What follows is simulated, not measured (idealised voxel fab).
Process module, titled voxel trench capacitor
In the cross-section labelled cut, the width is 245 nm and each square cell is 5 nm.
Throughout this document, each cross-section is represented as a grid of square cells and is presented as a sequence of bands enumerated from the top downward, where a band comprises one or more rows of cells.
First you get the band's top height and its bottom height, in nm, and then the materials it's made of, left to right, with each width in nm. If you see a single material with "edge to edge", that one covers the band edge to edge. "blank" is empty space.
Heights are expressed relative to 0, this being the level below which the as-received wafer comprises one material exclusively. The lowest band is unbounded in the downward direction and is denoted as in "0..down".
Width spec "30->40" -> top row of cells at first value, bottom row at second value, equal per-row change in between.
The designation "nothing got changed", where it is given for a processing step, indicates that no cell of the cross-section was altered in the course of that step.
"Cavities, sealed" - sealed voids, min. 8 cells, no opening to top; format: width x height at distance (distance from left edge; nm throughout).
Step line, after settings: the simulator's comment on this step.
overlay nm: mask right of planned place by this much (step with mask). Neg. = left.
-- So here's the lineup of process steps we planned
step 1: RECEIVE (material Si)
step 2: CONFORMAL_DEP (material SiN; thk nm 10)
step 3: MASKED_ETCH (tone open; mask id TRENCH; width nm 15; pitch nm 30; etch materials SiN; depth nm 10; overlay nm 0)
step 4: MASKED_ETCH (tone open; mask id TRENCH; width nm 15; pitch nm 30; etch materials Si; depth nm 30; overlay nm 0)
step 5: CONFORMAL_DEP (material Al2O3; thk nm 5)
step 6: FILL_DEP (material polySi; thk nm 5)
step 7: CMP (height nm 10)
-- Wafer, first of two, run as planned
-- Wafer cross-section on receipt, i.e. after step 1
  0..down  Si edge to edge
  Cavities, sealed: none
-- after step 2
  10..0  SiN edge to edge
  Below 0, no change.
-- after step 3
  10..0  SiN=70, then blank=15, then SiN=15, then blank=15, then SiN=15, then blank=15, then SiN=15, then blank=15, then SiN=70
  Below 0, no change.
-- after step 4
  10..0  SiN=70, then blank=15, then SiN=15, then blank=15, then SiN=15, then blank=15, then SiN=15, then blank=15, then SiN=70
  0..-30  Si=70, then blank=15, then Si=15, then blank=15, then Si=15, then blank=15, then Si=15, then blank=15, then Si=70
  Below -30, no change.
-- after step 5
  15..10  Al2O3=75, then blank=5, then Al2O3=25, then blank=5, then Al2O3=25, then blank=5, then Al2O3=25, then blank=5, then Al2O3=75
  10..0  SiN=70, then Al2O3=5, then blank=5, then Al2O3=5, then SiN=15, then Al2O3=5, then blank=5, then Al2O3=5, then SiN=15, then Al2O3=5, then blank=5, then Al2O3=5, then SiN=15, then Al2O3=5, then blank=5, then Al2O3=5, then SiN=70
  0..-25  Si=70, then Al2O3=5, then blank=5, then Al2O3=5, then Si=15, then Al2O3=5, then blank=5, then Al2O3=5, then Si=15, then Al2O3=5, then blank=5, then Al2O3=5, then Si=15, then Al2O3=5, then blank=5, then Al2O3=5, then Si=70
  -25..-30  Si=70, then Al2O3=15, then Si=15, then Al2O3=15, then Si=15, then Al2O3=15, then Si=15, then Al2O3=15, then Si=70
  Below -30, no change.
-- after step 6
  20..15  polySi edge to edge
  15..10  Al2O3=75, then polySi=5, then Al2O3=25, then polySi=5, then Al2O3=25, then polySi=5, then Al2O3=25, then polySi=5, then Al2O3=75
  10..0  SiN=70, then Al2O3=5, then polySi=5, then Al2O3=5, then SiN=15, then Al2O3=5, then polySi=5, then Al2O3=5, then SiN=15, then Al2O3=5, then polySi=5, then Al2O3=5, then SiN=15, then Al2O3=5, then polySi=5, then Al2O3=5, then SiN=70
  0..-25  Si=70, then Al2O3=5, then polySi=5, then Al2O3=5, then Si=15, then Al2O3=5, then polySi=5, then Al2O3=5, then Si=15, then Al2O3=5, then polySi=5, then Al2O3=5, then Si=15, then Al2O3=5, then polySi=5, then Al2O3=5, then Si=70
  Below -25, no change.
-- after step 7
  10..0  SiN=70, then Al2O3=5, then polySi=5, then Al2O3=5, then SiN=15, then Al2O3=5, then polySi=5, then Al2O3=5, then SiN=15, then Al2O3=5, then polySi=5, then Al2O3=5, then SiN=15, then Al2O3=5, then polySi=5, then Al2O3=5, then SiN=70
  Below 0, no change.
-- The second wafer began exactly as the first did and followed the same plan, but one mistake was made while running it; through step 1 inclusive, the two wafers are identical
The second wafer in cross-section, at the planned close of step 2: nothing got changed
The second wafer in cross-section, at the planned close of step 3: nothing got changed
-- The second wafer in cross-section, at the planned close of step 4
  0..-30  Si=70, then blank=15, then Si=15, then blank=15, then Si=15, then blank=15, then Si=15, then blank=15, then Si=70
  Below -30, no change.
-- The second wafer in cross-section, at the planned close of step 5
  5..0  Al2O3=75, then blank=5, then Al2O3=25, then blank=5, then Al2O3=25, then blank=5, then Al2O3=25, then blank=5, then Al2O3=75
  0..-25  Si=70, then Al2O3=5, then blank=5, then Al2O3=5, then Si=15, then Al2O3=5, then blank=5, then Al2O3=5, then Si=15, then Al2O3=5, then blank=5, then Al2O3=5, then Si=15, then Al2O3=5, then blank=5, then Al2O3=5, then Si=70
  -25..-30  Si=70, then Al2O3=15, then Si=15, then Al2O3=15, then Si=15, then Al2O3=15, then Si=15, then Al2O3=15, then Si=70
  Below -30, no change.
-- The second wafer in cross-section, at the planned close of step 6
  10..5  polySi edge to edge
  5..0  Al2O3=75, then polySi=5, then Al2O3=25, then polySi=5, then Al2O3=25, then polySi=5, then Al2O3=25, then polySi=5, then Al2O3=75
  0..-25  Si=70, then Al2O3=5, then polySi=5, then Al2O3=5, then Si=15, then Al2O3=5, then polySi=5, then Al2O3=5, then Si=15, then Al2O3=5, then polySi=5, then Al2O3=5, then Si=15, then Al2O3=5, then polySi=5, then Al2O3=5, then Si=70
  Below -25, no change.
The second wafer in cross-section, at the planned close of step 7: nothing got changed
Want to know what went wrong? no execution of plan step 2; skipped
at the end the second wafer has, in cells: 29 more of Al2O3 | 74 fewer of SiN | 45 more of polySi
